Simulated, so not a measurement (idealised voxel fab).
A process module follows: voxel ribs on slabs.
The cross-section shown here is cut; it is 190 nm wide and divided into square cells measuring 5 nm on a side.
Cross-section format: a grid of square cells, given as bands from top to bottom; each band is one or more rows of cells. Band: top and bottom heights (nm) first, top before bottom; then materials from left to right, widths in nm. "throughout" marks a sole material filling the band edge to edge. "air" denotes empty space. Below 0: as-received wafer, all one material; heights counted from there. Lowest band: no bottom, goes on down, written "from 0 down". So if you see something like "30..40" for the width, read it as the top row of the band sitting at the first number and the bottom row at the second, with every row in between moving by the same amount as the last. The designation "remained the same", where it is given for a processing step, indicates that no cell of the cross-section was altered in the course of that step. The list in "Catalogued sealed voids" covers empty spaces of 8 cells or more that cannot reach the top through any open way, and it gives each as width x height at distance; the distance is from the left edge, and width, height and distance are in nm. What comes after the settings on a step's line is commentary from the simulator itself on that step. Among the settings permitted on a step's line is "overlay nm"; applied to a step with a mask, it specifies the extent to which the mask lay to the right of its planned position, whereas a negative figure signifies a position to the left.
## Planned process steps
1,RECEIVE [material Si]
2,DIRECTIONAL_DEP [material SiO2] [thk nm 30]
3,DIRECTIONAL_DEP [material polySi] [thk nm 10]
4,MASKED_ETCH [tone cover] [mask id RIB] [width nm 25] [etch materials polySi] [depth nm 10] [overlay nm 0]
5,MASKED_ETCH [tone cover] [mask id SLAB] [width nm 65] [etch materials polySi] [depth nm 5] [overlay nm 0]
6,FILL_DEP [material SiO2] [thk nm 15]
7,CMP [height nm 55]
8,DIRECTIONAL_DEP [material TiN] [thk nm 10]
9,PATTERN [tone cover] [mask id HEATER] [material resist] [width nm 35] [thk nm 15] [overlay nm 0]
10,DIRECTIONAL_ETCH [etch materials TiN] [depth nm 10]
11,STRIP [etch materials resist]
12,CONFORMAL_DEP [material SiN] [thk nm 10]
It is noted that the wafers described herein are identical at the outset and are distinguished by the thk nm of step 3; the value stated in the plan corresponds to the first wafer.
## Received condition of the first of several wafers, sectioned: post-step 1
* from 0 down = Si throughout
* Catalogued sealed voids: none
## Basically each wafer gets a line in the table, showing it at the end of the module: material by material, the cells it gained (+) or lost (-) since we got it, then its closed voids
thk nm 10; +84 SiN; +408 SiO2; +14 TiN; +10 polySi; Catalogued sealed voids: none
thk nm 15; +84 SiN; +395 SiO2; +14 TiN; +23 polySi; Catalogued sealed voids: none
thk nm 20; +84 SiN; +357 SiO2; +14 TiN; +61 polySi; Catalogued sealed voids: none
thk nm 25; +84 SiN; +319 SiO2; +14 TiN; +99 polySi; Catalogued sealed voids: none
thk nm 30; +84 SiN; +286 SiO2; +14 TiN; +132 polySi; Catalogued sealed voids: none
